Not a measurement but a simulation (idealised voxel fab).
This section sets out a process module, namely voxel wiring stack.
We display cut, a cross-section 265 nm in width whose square cells are each 5 nm.
Heads up, the way a cross-section reads in here is a grid of square cells, handed over as bands from the top down, with every band being one or more rows of cells.
Per band: top height and bottom height in nm, followed by the left-to-right materials and their widths in nm; "full width" marks a single material spanning edge to edge, "empty" marks empty space.
The level at which height equals 0 is the one under which the wafer, as it arrives, is entirely one material. No lower edge exists for the bottom band, which continues downward and is notated as in "0 -> down".
It should be noted that a width expressed as "30 to 40" varies in equal increments from row to row of cells within the band, taking the value of the first number at the top row and that of the second number at the bottom row.
"identical to before" (step): cross-section cells unchanged, all of them.
For the entry "Enclosed voids", the listed items are empty spaces with no open way to the top whose size is 8 cells or more; each item follows the pattern width x height at distance, where distance is from the left edge and all three are in nm.
Past the settings on a step's line: simulator remark, on that step.
"overlay nm" denotes, for a step that has a mask, the displacement of the mask to the right of its planned place, with negative values corresponding to the left.
Process steps (planned):
| 1 | RECEIVE,material Si |
| 2 | CONFORMAL_DEP,material SiO2,thk nm 15 |
| 3 | CONFORMAL_DEP,material SiN,thk nm 5 |
| 4 | DIRECTIONAL_DEP,material lowk,thk nm 25 |
| 5 | DIRECTIONAL_DEP,material aC,thk nm 10 |
| 6 | PATTERN,tone open,mask id METAL_1,material resist,width nm 25,pitch nm 45,thk nm 25,overlay nm 0 |
| 7 | DIRECTIONAL_ETCH,etch materials aC,depth nm 10 |
| 8 | STRIP,etch materials resist |
| 9 | DIRECTIONAL_ETCH,etch materials lowk,depth nm 25 |
| 10 | DIRECTIONAL_ETCH,etch materials SiN,depth nm 5 |
| 11 | STRIP,etch materials aC |
| 12 | CONFORMAL_DEP,material TiN,thk nm 5 |
| 13 | FILL_DEP,material Cu,thk nm 10 |
| 14 | CMP,height nm 45 |
| 15 | CONFORMAL_DEP,material SiCN,thk nm 5 |
| 16 | DIRECTIONAL_DEP,material SiO2,thk nm 10 |
| 17 | DIRECTIONAL_DEP,material aC,thk nm 10 |
| 18 | PATTERN,tone open,mask id PLUG_1,material resist,width nm 15,thk nm 25,overlay nm 0 |
| 19 | DIRECTIONAL_ETCH,etch materials aC,depth nm 10 |
| 20 | STRIP,etch materials resist |
| 21 | DIRECTIONAL_ETCH,etch materials SiO2,depth nm 10 |
| 22 | DIRECTIONAL_ETCH,etch materials SiCN,depth nm 5 |
| 23 | STRIP,etch materials aC |
| 24 | CONFORMAL_DEP,material TiN,thk nm 5 |
| 25 | FILL_DEP,material Ru,thk nm 10 |
| 26 | CMP,height nm 60 |
| 27 | CONFORMAL_DEP,material SiN,thk nm 5 |
| 28 | DIRECTIONAL_DEP,material SiO2,thk nm 15 |
| 29 | MASKED_ETCH,tone open,mask id METAL_2,width nm 25,pitch nm 45,etch materials SiO2,depth nm 15,overlay nm 0 |
| 30 | MASKED_ETCH,tone open,mask id METAL_2,width nm 25,pitch nm 45,etch materials SiN,depth nm 5,overlay nm 0 |
| 31 | CONFORMAL_DEP,material TiN,thk nm 5 |
| 32 | FILL_DEP,material W,thk nm 10 |
| 33 | CMP,height nm 80 |
| 34 | CONFORMAL_DEP,material SiCN,thk nm 5 |
| 35 | DIRECTIONAL_DEP,material lowk,thk nm 20 |
| 36 | MASKED_ETCH,tone open,mask id PLUG_2,width nm 15,pitch nm 45,etch materials lowk,depth nm 20,overlay nm 0 |
| 37 | MASKED_ETCH,tone open,mask id PLUG_2,width nm 15,pitch nm 45,etch materials SiCN,depth nm 5,overlay nm 0 |
| 38 | CONFORMAL_DEP,material TiN,thk nm 5 |
| 39 | FILL_DEP,material W,thk nm 10 |
| 40 | CMP,height nm 105 |
| 41 | CONFORMAL_DEP,material SiN,thk nm 5 |
| 42 | DIRECTIONAL_DEP,material SiO2,thk nm 20 |
| 43 | DIRECTIONAL_DEP,material aC,thk nm 15 |
| 44 | PATTERN,tone open,mask id METAL_3,material resist,width nm 25,pitch nm 45,thk nm 30,overlay nm 0 |
| 45 | DIRECTIONAL_ETCH,etch materials aC,depth nm 15 |
| 46 | STRIP,etch materials resist |
| 47 | DIRECTIONAL_ETCH,etch materials SiO2,depth nm 20 |
| 48 | DIRECTIONAL_ETCH,etch materials SiN,depth nm 5 |
| 49 | STRIP,etch materials aC |
| 50 | CONFORMAL_DEP,material TiN,thk nm 5 |
| 51 | FILL_DEP,material W,thk nm 10 |
| 52 | CMP,height nm 130 |
| 53 | EPI,material Ru,thk nm 5 |
| 54 | FILL_DEP,material SiCN,thk nm 5 |
Step 1 complete: cross-section of the wafer as received:
    0 -> down = Si full width
    Enclosed voids: none
Cross-section taken at module completion on the first of two wafers; processed per the plan:
    140 -> 135 = SiCN full width
    135 -> 130 = 90 of SiCN  35 of Ru  10 of SiCN  35 of Ru  95 of SiCN
    130 -> 110 = 95 of SiO2  5 of TiN  15 of W  5 of TiN  20 of SiO2  5 of TiN  15 of W  5 of TiN  100 of SiO2
    110 -> 105 = 95 of SiN  25 of TiN  20 of SiN  25 of TiN  100 of SiN
    105 -> 85 = 95 of lowk  5 of TiN  5 of W  5 of TiN  30 of lowk  5 of TiN  5 of W  5 of TiN  110 of lowk
    85 -> 80 = 95 of SiCN  15 of TiN  30 of SiCN  15 of TiN  110 of SiCN
    80 -> 65 = 95 of SiO2  5 of TiN  15 of W  5 of TiN  20 of SiO2  5 of TiN  15 of W  5 of TiN  100 of SiO2
    65 -> 60 = 95 of SiN  25 of TiN  20 of SiN  25 of TiN  100 of SiN
    60 -> 50 = 95 of SiO2  5 of TiN  5 of Ru  5 of TiN  155 of SiO2
    50 -> 45 = 95 of SiCN  15 of TiN  155 of SiCN
    45 -> 20 = 95 of lowk  5 of TiN  15 of Cu  5 of TiN  20 of lowk  5 of TiN  15 of Cu  5 of TiN  100 of lowk
    20 -> 15 = 95 of SiN  25 of TiN  20 of SiN  25 of TiN  100 of SiN
    15 -> 0 = SiO2 full width
    0 -> down = Si full width
    Enclosed voids: none
Wafer two, sectioned after the module: the first wafer's start, the first wafer's plan, and one mistake in how it was run:
    140 -> 135 = SiCN full width
    135 -> 130 = 90 of SiCN  35 of Ru  10 of SiCN  35 of Ru  95 of SiCN
    130 -> 125 = 95 of SiN  25 of TiN  20 of SiN  25 of TiN  100 of SiN
    125 -> 105 = SiO2 full width
    105 -> 85 = 95 of lowk  5 of TiN  5 of W  5 of TiN  30 of lowk  5 of TiN  5 of W  5 of TiN  110 of lowk
    85 -> 80 = 95 of SiCN  15 of TiN  30 of SiCN  15 of TiN  110 of SiCN
    80 -> 65 = 95 of SiO2  5 of TiN  15 of W  5 of TiN  20 of SiO2  5 of TiN  15 of W  5 of TiN  100 of SiO2
    65 -> 60 = 95 of SiN  25 of TiN  20 of SiN  25 of TiN  100 of SiN
    60 -> 50 = 95 of SiO2  5 of TiN  5 of Ru  5 of TiN  155 of SiO2
    50 -> 45 = 95 of SiCN  15 of TiN  155 of SiCN
    45 -> 20 = 95 of lowk  5 of TiN  15 of Cu  5 of TiN  20 of lowk  5 of TiN  15 of Cu  5 of TiN  100 of lowk
    20 -> 15 = 95 of SiN  25 of TiN  20 of SiN  25 of TiN  100 of SiN
    15 -> 0 = SiO2 full width
    0 -> down = Si full width
    Enclosed voids: none
Deviation from plan: steps 41 and 42 of the plan were run in the wrong order, each in the other's place
Wrapping up, a cell-based count of both wafers puts the second over or under the first for these materials: SiO2: 40 more; TiN: 16 fewer; W: 24 fewer
